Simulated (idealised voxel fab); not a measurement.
A process module follows: voxel quadruple lines.
The figure presents cross-section cut, which has a width of 140 nm and is divided into square cells with an edge length of 5 nm.
This document writes a cross-section as a grid whose cells are square, and gives it as bands, listed from the top down; one or more rows of cells form a band.
The band entry comprises the height of the band's top followed by the height of its bottom, expressed in nm, and subsequently the band's materials from left to right, each stated together with its width in nm. Where a single material is marked with the word "all across", that material fills the band from edge to edge. The word "blank" represents empty space.
Height is counted from the level 0, under which the received wafer is composed throughout of one material. The lowest of the bands is not closed at the bottom but continues downward, in the notation "top 0, no bottom".
You'd read "30 to 40" like this: the band's top row of cells is as wide as the first number, its bottom row is as wide as the second, and going down, every row changes width by the same amount as the row before did.
Take "stayed the same" at face value: in the step it is given for, the cross-section changed in none of its cells.
"Voids, enclosed" - sealed voids, min. 8 cells, no opening to top; format: width x height at distance (distance from left edge; nm throughout).
Whatever follows a step's settings on its line is a remark the simulator itself makes about that step.
"overlay nm" on a masked step: distance the mask lay right of its planned place, negative for left.
## Intended process steps
1: RECEIVE (material Si)
2: CONFORMAL_DEP (material Al2O3; thk nm 5)
3: DIRECTIONAL_DEP (material Ru; thk nm 10)
4: DIRECTIONAL_DEP (material polySi; thk nm 20)
5: DIRECTIONAL_DEP (material aC; thk nm 25)
6: PATTERN (tone cover; mask id MANDREL; material resist; width nm 30; thk nm 35; overlay nm 0)
7: DIRECTIONAL_ETCH (etch materials aC; depth nm 25)
8: STRIP (etch materials resist)
9: CONFORMAL_DEP (material SiO2; thk nm 10)
10: DIRECTIONAL_ETCH (etch materials SiO2; depth nm 10)
11: STRIP (etch materials aC)
12: DIRECTIONAL_ETCH (etch materials polySi; depth nm 20)
13: STRIP (etch materials SiO2)
14: CONFORMAL_DEP (material SiN; thk nm 10)
15: DIRECTIONAL_ETCH (etch materials SiN; depth nm 10)
16: STRIP (etch materials polySi)
17: DIRECTIONAL_ETCH (etch materials Ru; depth nm 10)
18: STRIP (etch materials SiN)
19: FILL_DEP (material SiO2; thk nm 10)
20: CMP (height nm 15)
## Cross-section: wafer on arrival = after step 1
top 0, no bottom  Si all across
Voids, enclosed: none
## a wafer at the end: this start, this plan, one mistake
top 15, bottom 10  SiO2 all across
top 10, bottom 0  SiO2: 35 | Ru: 10 | SiO2: 10 | Ru: 10 | SiO2: 10 | Ru: 10 | SiO2: 10 | Ru: 10 | SiO2: 35
top 0, no bottom  Si all across
Voids, enclosed: none
The plan and the run diverged here: execution of step 2 of the plan did not take place, the step having been omitted
